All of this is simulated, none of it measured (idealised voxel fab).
process module | voxel local oxidation
cross-section cut | 170 nm wide | cells 5 nm
A cross-section is a grid of square cells, given in bands from the top down. A band is one or more rows of cells.
Each band's line starts with the height of the band's top and of its bottom, in nm. Then come its materials from left to right, each with its width in nm. One material with "throughout" fills the band from edge to edge. "air" is empty space.
Height 0 is the level under which the wafer as received is all one material. The lowest band goes on downwards, as in "0 down".
A width such as "30 to 40" changes by the same amount from each row of cells to the next, from the band's top row to its bottom row.
"no change" after a step means that no cell of the cross-section changed.
closed voids: empty space of 8 cells or more with no open way to the top, each as width x height at its distance from the left edge, in nm
after a step's settings: what the simulator itself notes on the step
overlay nm, on a step with a mask: how far to the right of its planned place the mask lay; to the left if negative
plan
1 op RECEIVE | material Si
2 op CONFORMAL_DEP | material SiO2 | thk nm 5
3 op CONFORMAL_DEP | material SiN | thk nm 15
4 op DIRECTIONAL_DEP | material aC | thk nm 15
5 op PATTERN | tone cover | mask id ACTIVE | material resist | width nm 100 | thk nm 30 | overlay nm 0
6 op DIRECTIONAL_ETCH | etch materials aC | depth nm 15
7 op STRIP | etch materials resist
8 op DIRECTIONAL_ETCH | etch materials SiN | depth nm 15
9 op STRIP | etch materials aC
10 op SELECTIVE_ETCH | etch materials SiO2 | depth nm 5
11 op OXIDIZE | depth nm 10
12 op STRIP | etch materials SiN
as received, after step 1
  0 down: Si throughout
  closed voids: none
a wafer at the end: this start, this plan, one mistake
  0 to -10: SiO2 45 | Si 80 | SiO2 45
  -10 down: Si throughout
  closed voids: none
what went wrong: step 2 was left out
